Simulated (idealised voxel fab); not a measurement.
A process module follows: voxel fin reveal.
The figure presents cross-section cut, which has a width of 150 nm and is divided into square cells with an edge length of 5 nm.
A cross-section is written here as square cells arranged in a grid, and it is given in bands from the top down, each band taking up one or more rows of cells. Band: top and bottom heights (nm) first, top before bottom; then materials from left to right, widths in nm. "all across" marks a sole material filling the band edge to edge. "empty" denotes empty space. Basically, 0 is our baseline, since under it the wafer straight out of the box is all one material. The bottom band has no lower end and keeps on going down, so it looks like "z 0 and below". A width such as "30 to 40" changes by the same amount from each row of cells to the next, from the band's top row to its bottom row. "nothing altered" after a step means that no cell of the cross-section changed. In the "Unvented cavities" entry, you get each enclosed empty space of 8 cells or more, one with no open way to the top, written width x height at distance, distance from the left edge, in nm. Past the settings on a step's line: simulator remark, on that step. "overlay nm" answers the question of how far to the right of plan the mask lay on a step that has a mask, and when it is negative the answer is to the left.
Below is the list of planned process steps
1) RECEIVE: material Si
2) CONFORMAL_DEP: material SiN, thk nm 10
3) DIRECTIONAL_DEP: material aC, thk nm 5
4) PATTERN: tone cover, mask id FINS, material resist, width nm 15, pitch nm 40, thk nm 30, overlay nm 0
5) DIRECTIONAL_ETCH: etch materials aC, depth nm 15
6) STRIP: etch materials resist
7) DIRECTIONAL_ETCH: etch materials SiN, depth nm 10
8) DIRECTIONAL_ETCH: etch materials Si, depth nm 40
9) STRIP: etch materials aC
10) OXIDIZE: depth nm 5
11) FILL_DEP: material SiO2, thk nm 15
12) CMP: height nm 10
13) SELECTIVE_ETCH: etch materials SiO2, depth nm 35
14) STRIP: etch materials SiN
Wafers differ in thk nm at step 3; plan lists the first wafer's value; identical starting state.
Cross-section of the first of several received wafers, showing its state after step 1
  z 0 and below  Si all across
  Unvented cavities: none
first wafer at the end, after step 14
  z 0 to -25  empty: 30 / Si: 5 / empty: 35 / Si: 5 / empty: 35 / Si: 5 / empty: 35
  z -25 to -45  SiO2: 30 / Si: 5 / SiO2: 35 / Si: 5 / SiO2: 35 / Si: 5 / SiO2: 35
  z -45 and below  Si all across
  Unvented cavities: none
Module end, final wafer: cross-section
  z 0 and below  Si all across
  Unvented cavities: none
Basically each wafer gets a line in the table, showing it at the end of the module: material by material, the cells it gained (+) or lost (-) since we got it, then its closed voids
thk nm 5; -243 Si; +108 SiO2; Unvented cavities: none
thk nm 10; -243 Si; +108 SiO2; Unvented cavities: none
thk nm 15; -243 Si; +108 SiO2; Unvented cavities: none
thk nm 20; every cell of the cross-section is unchanged; Unvented cavities: none
thk nm 25; every cell of the cross-section is unchanged; Unvented cavities: none
thk nm 30; every cell of the cross-section is unchanged; Unvented cavities: none
